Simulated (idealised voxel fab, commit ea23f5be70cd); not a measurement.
process module | voxel wiring stack
Displayed cross-section: cut, width of 145 nm, square cells sized 5 nm.
Square cells in a grid make up a cross-section in this document, and the grid is given as bands, listed from the top down, each one or more rows of cells. Within each band entry, the heights of the top and of the bottom of the band appear first, in that order and in nm; the materials of the band then follow from left to right, each with its corresponding width in nm. The designation "edge to edge" on a single material indicates that it fills the band from edge to edge; the designation "empty" indicates empty space. A quick word on heights: they are counted from 0, and under that level the wafer as it came to us is one material throughout. The lowest band is different from the rest in having no bottom; it simply continues downward, written as in "z 0 and below". Think of "30->40" as a width that walks from the first number to the second as you go down the band, top row to bottom row, taking equal-sized steps from row to row. You'll sometimes find "nothing altered" written for a step, and that's the way of saying that nowhere in the cross-section did a cell change during that step. What "Closed voids list" gives you is every empty space of 8 cells or more that is cut off from the top. Each appears as width x height at distance, with the distance taken from the left edge and width, height and distance all in nm. Past the settings on a step's line: simulator remark, on that step. overlay nm: where the mask lay relative to plan, measured to the right, on steps with a mask; negatives go left.

The steps planned for the process are as follows
- 1: RECEIVE [material Si]
- 2: CONFORMAL_DEP [material SiO2] [thk nm 15]
- 3: DIRECTIONAL_DEP [material TiN] [thk nm 5]
- 4: DIRECTIONAL_DEP [material W] [thk nm 15]
- 5: MASKED_ETCH [tone cover] [mask id METAL_1] [width nm 30] [pitch nm 60] [etch materials W] [depth nm 15] [overlay nm 0]
- 6: MASKED_ETCH [tone cover] [mask id METAL_1] [width nm 30] [pitch nm 60] [etch materials TiN] [depth nm 5] [overlay nm 0]
- 7: FILL_DEP [material SiO2] [thk nm 5]
- 8: CMP [height nm 35]
- 9: CONFORMAL_DEP [material SiCN] [thk nm 5]
- 10: DIRECTIONAL_DEP [material SiO2] [thk nm 10]
- 11: MASKED_ETCH [tone open] [mask id PLUG_1] [width nm 15] [etch materials SiO2] [depth nm 10] [overlay nm 0]
- 12: MASKED_ETCH [tone open] [mask id PLUG_1] [width nm 15] [etch materials SiCN] [depth nm 5] [overlay nm 0]
- 13: CONFORMAL_DEP [material TiN] [thk nm 5]
- 14: FILL_DEP [material Cu] [thk nm 5]
- 15: CMP [height nm 50]
- 16: CONFORMAL_DEP [material SiN] [thk nm 5]
- 17: DIRECTIONAL_DEP [material lowk] [thk nm 15]
- 18: MASKED_ETCH [tone open] [mask id METAL_2] [width nm 30] [pitch nm 60] [etch materials lowk] [depth nm 15] [overlay nm 0]
- 19: MASKED_ETCH [tone open] [mask id METAL_2] [width nm 30] [pitch nm 60] [etch materials SiN] [depth nm 5] [overlay nm 0]
- 20: CONFORMAL_DEP [material TiN] [thk nm 5]
- 21: FILL_DEP [material Cu] [thk nm 10]
- 22: CMP [height nm 70]
- 23: CONFORMAL_DEP [material SiCN] [thk nm 5]
- 24: DIRECTIONAL_DEP [material lowk] [thk nm 30]
- 25: MASKED_ETCH [tone open] [mask id METAL_3] [width nm 30] [pitch nm 60] [etch materials lowk] [depth nm 15] [overlay nm 0]
- 26: MASKED_ETCH [tone open] [mask id METAL_3_HOLES] [width nm 15] [etch materials lowk] [depth nm 15] [overlay nm 0]
- 27: MASKED_ETCH [tone open] [mask id METAL_3_HOLES] [width nm 15] [etch materials SiCN] [depth nm 5] [overlay nm 0]
- 28: CONFORMAL_DEP [material TiN] [thk nm 5]
- 29: FILL_DEP [material Cu] [thk nm 10]
- 30: CMP [height nm 105]
- 31: CONFORMAL_DEP [material SiCN] [thk nm 5]
- 32: DIRECTIONAL_DEP [material lowk] [thk nm 10]
- 33: DIRECTIONAL_DEP [material aC] [thk nm 15]
- 34: PATTERN [tone open] [mask id PLUG_3] [material resist] [width nm 15] [thk nm 30] [overlay nm 0]
- 35: DIRECTIONAL_ETCH [etch materials aC] [depth nm 15]
- 36: STRIP [etch materials resist]
- 37: DIRECTIONAL_ETCH [etch materials lowk] [depth nm 10]
- 38: DIRECTIONAL_ETCH [etch materials SiCN] [depth nm 5]
- 39: STRIP [etch materials aC]
- 40: EPI [material Ru] [thk nm 10]
- 41: EPI [material Ru] [thk nm 5]
- 42: DIRECTIONAL_DEP [material TiN] [thk nm 5]
- 43: DIRECTIONAL_DEP [material W] [thk nm 15]
- 44: PATTERN [tone cover] [mask id METAL_4] [material resist] [width nm 30] [pitch nm 60] [thk nm 20] [overlay nm -10]
- 45: DIRECTIONAL_ETCH [etch materials W] [depth nm 15]
- 46: DIRECTIONAL_ETCH [etch materials TiN] [depth nm 5]
- 47: STRIP [etch materials resist]
- 48: FILL_DEP [material SiO2] [thk nm 5]
- 49: CMP [height nm 140]
- 50: CONFORMAL_DEP [material SiCN] [thk nm 5]
For clarity, it should be stated that the wafers under discussion commence in an identical condition and differ with respect to the overlay nm of step 44, the plan indicating the value that the first wafer had.

Cut through the first of several wafers as received, post step 1
    z 0 and below  Si edge to edge
    Closed voids list: none

Take a look at the first of several wafers in cross-section: the module is done, and step 50 was its last step
    z 145 to 140  SiCN edge to edge
    z 140 to 125  SiO2: 15 | W: 30 | SiO2: 30 | W: 30 | SiO2: 40
    z 125 to 120  SiO2: 15 | TiN: 30 | SiO2: 30 | TiN: 30 | SiO2: 40
    z 120 to 110  lowk: 25 | Ru: 15 | lowk: 105
    z 110 to 105  SiCN: 25 | Ru: 15 | SiCN: 105
    z 105 to 95  lowk: 25 | TiN: 5 | Cu: 20 | TiN: 5 | lowk: 30 | TiN: 5 | Cu: 20 | TiN: 5 | lowk: 30
    z 95 to 90  lowk: 25 | TiN: 5 | Cu: 5 | TiN: 20 | lowk: 30 | TiN: 30 | lowk: 30
    z 90 to 75  lowk: 25 | TiN: 5 | Cu: 5 | TiN: 5 | lowk: 105
    z 75 to 70  SiCN: 25 | TiN: 15 | SiCN: 105
    z 70 to 55  lowk: 25 | TiN: 5 | Cu: 20 | TiN: 5 | lowk: 30 | TiN: 5 | Cu: 20 | TiN: 5 | lowk: 30
    z 55 to 50  SiN: 25 | TiN: 30 | SiN: 30 | TiN: 30 | SiN: 30
    z 50 to 40  SiO2: 25 | TiN: 5 | Cu: 5 | TiN: 5 | SiO2: 105
    z 40 to 35  SiCN: 25 | TiN: 15 | SiCN: 105
    z 35 to 20  SiO2: 25 | W: 30 | SiO2: 30 | W: 30 | SiO2: 30
    z 20 to 15  SiO2: 25 | TiN: 30 | SiO2: 30 | TiN: 30 | SiO2: 30
    z 15 to 0  SiO2 edge to edge
    z 0 and below  Si edge to edge
    Closed voids list: none

X-section, last wafer, module end
    z 145 to 140  SiCN edge to edge
    z 140 to 125  SiO2: 40 | W: 30 | SiO2: 30 | W: 30 | SiO2: 15
    z 125 to 120  SiO2: 40 | TiN: 30 | SiO2: 30 | TiN: 30 | SiO2: 15
    z 120 to 110  lowk: 25 | Ru: 15 | lowk: 105
    z 110 to 105  SiCN: 25 | Ru: 15 | SiCN: 105
    z 105 to 95  lowk: 25 | TiN: 5 | Cu: 20 | TiN: 5 | lowk: 30 | TiN: 5 | Cu: 20 | TiN: 5 | lowk: 30
    z 95 to 90  lowk: 25 | TiN: 5 | Cu: 5 | TiN: 20 | lowk: 30 | TiN: 30 | lowk: 30
    z 90 to 75  lowk: 25 | TiN: 5 | Cu: 5 | TiN: 5 | lowk: 105
    z 75 to 70  SiCN: 25 | TiN: 15 | SiCN: 105
    z 70 to 55  lowk: 25 | TiN: 5 | Cu: 20 | TiN: 5 | lowk: 30 | TiN: 5 | Cu: 20 | TiN: 5 | lowk: 30
    z 55 to 50  SiN: 25 | TiN: 30 | SiN: 30 | TiN: 30 | SiN: 30
    z 50 to 40  SiO2: 25 | TiN: 5 | Cu: 5 | TiN: 5 | SiO2: 105
    z 40 to 35  SiCN: 25 | TiN: 15 | SiCN: 105
    z 35 to 20  SiO2: 25 | W: 30 | SiO2: 30 | W: 30 | SiO2: 30
    z 20 to 15  SiO2: 25 | TiN: 30 | SiO2: 30 | TiN: 30 | SiO2: 30
    z 15 to 0  SiO2 edge to edge
    z 0 and below  Si edge to edge
    Closed voids list: none

Rows = wafers. At module end, each row lists per material the cells gained (+) or lost (-) since the wafer was received, then the closed voids
overlay nm -10 | +46 Cu | +9 Ru | +107 SiCN | +17 SiN | +275 SiO2 | +83 TiN | +72 W | +232 lowk | Closed voids list: none
overlay nm -5 | +46 Cu | +9 Ru | +107 SiCN | +17 SiN | +275 SiO2 | +83 TiN | +72 W | +232 lowk | Closed voids list: none
overlay nm 0 | +46 Cu | +9 Ru | +107 SiCN | +17 SiN | +275 SiO2 | +83 TiN | +72 W | +232 lowk | Closed voids list: none
overlay nm 5 | +46 Cu | +9 Ru | +107 SiCN | +17 SiN | +275 SiO2 | +83 TiN | +72 W | +232 lowk | Closed voids list: none
overlay nm 10 | +46 Cu | +9 Ru | +107 SiCN | +17 SiN | +275 SiO2 | +83 TiN | +72 W | +232 lowk | Closed voids list: none
overlay nm 15 | +46 Cu | +9 Ru | +107 SiCN | +17 SiN | +275 SiO2 | +83 TiN | +72 W | +232 lowk | Closed voids list: none
